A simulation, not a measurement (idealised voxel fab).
Module name: voxel spacer lines (process module)
The cross-section shown here is cut; it is 200 nm wide and divided into square cells measuring 5 nm on a side.
A cross-section is a grid of square cells, given in bands from the top down. A band is one or more rows of cells. For a band, the entry starts with two heights in nm, that of the top and then that of the bottom, and carries on with the band's materials in order from left to right, each alongside its width in nm; the word "throughout" beside a single material means it fills the band edge to edge, and "empty" means empty space. Beneath 0, the wafer as received is one material, and that level is where height counting begins. The lowest band goes on downward without a bottom; it is written like "top 0, no bottom". Width spec "30->40" -> top row of cells at first value, bottom row at second value, equal per-row change in between. "no change" after a step means that no cell of the cross-section changed. The list in "Cavities, closed" covers empty spaces of 8 cells or more that cannot reach the top through any open way, and it gives each as width x height at distance; the distance is from the left edge, and width, height and distance are in nm. Step line, after settings: the simulator's comment on this step. "overlay nm" denotes, for a step that has a mask, the displacement of the mask to the right of its planned place, with negative values corresponding to the left.

[The following list gives the planned process steps]
1: RECEIVE (material Si)
2: CONFORMAL_DEP (material Al2O3; thk nm 10)
3: DIRECTIONAL_DEP (material TiN; thk nm 15)
4: DIRECTIONAL_DEP (material aC; thk nm 20)
5: PATTERN (tone cover; mask id MANDREL; material resist; width nm 25; pitch nm 70; thk nm 25; overlay nm 0)
6: DIRECTIONAL_ETCH (etch materials aC; depth nm 20)
7: STRIP (etch materials resist)
8: CONFORMAL_DEP (material SiO2; thk nm 10)
9: DIRECTIONAL_ETCH (etch materials SiO2; depth nm 10)
10: STRIP (etch materials aC)
11: DIRECTIONAL_ETCH (etch materials TiN; depth nm 15)
12: STRIP (etch materials SiO2)

[Cross-section of the wafer upon arrival, representing the state reached after step 1]
	top 0, no bottom | Si throughout
	Cavities, closed: none

[First of two wafers: cross-section at end of module, run per plan]
	top 25, bottom 10 | 5 of empty; 10 of TiN; 25 of empty; 10 of TiN; 25 of empty; 10 of TiN; 25 of empty; 10 of TiN; 25 of empty; 10 of TiN; 25 of empty; 10 of TiN; 10 of empty
	top 10, bottom 0 | Al2O3 throughout
	top 0, no bottom | Si throughout
	Cavities, closed: none

[Cross-section, wafer two of two, end of module: same start and plan as wafer one, one error in execution]
	top 25, bottom 10 | 5 of empty; 10 of TiN; 25 of empty; 10 of TiN; 25 of empty; 10 of TiN; 25 of empty; 10 of TiN; 25 of empty; 10 of TiN; 25 of empty; 10 of TiN; 10 of empty
	top 10, bottom 0 | aC throughout
	top 0, no bottom | Si throughout
	Cavities, closed: none
Here's what went sideways: step 2 was run on a setting that differed from the plan, and what really ran there is CONFORMAL_DEP (material aC; thk nm 10)
FYI, end of process, the second wafer has more or fewer cells of some materials than the first: -80 Al2O3 | +80 aC
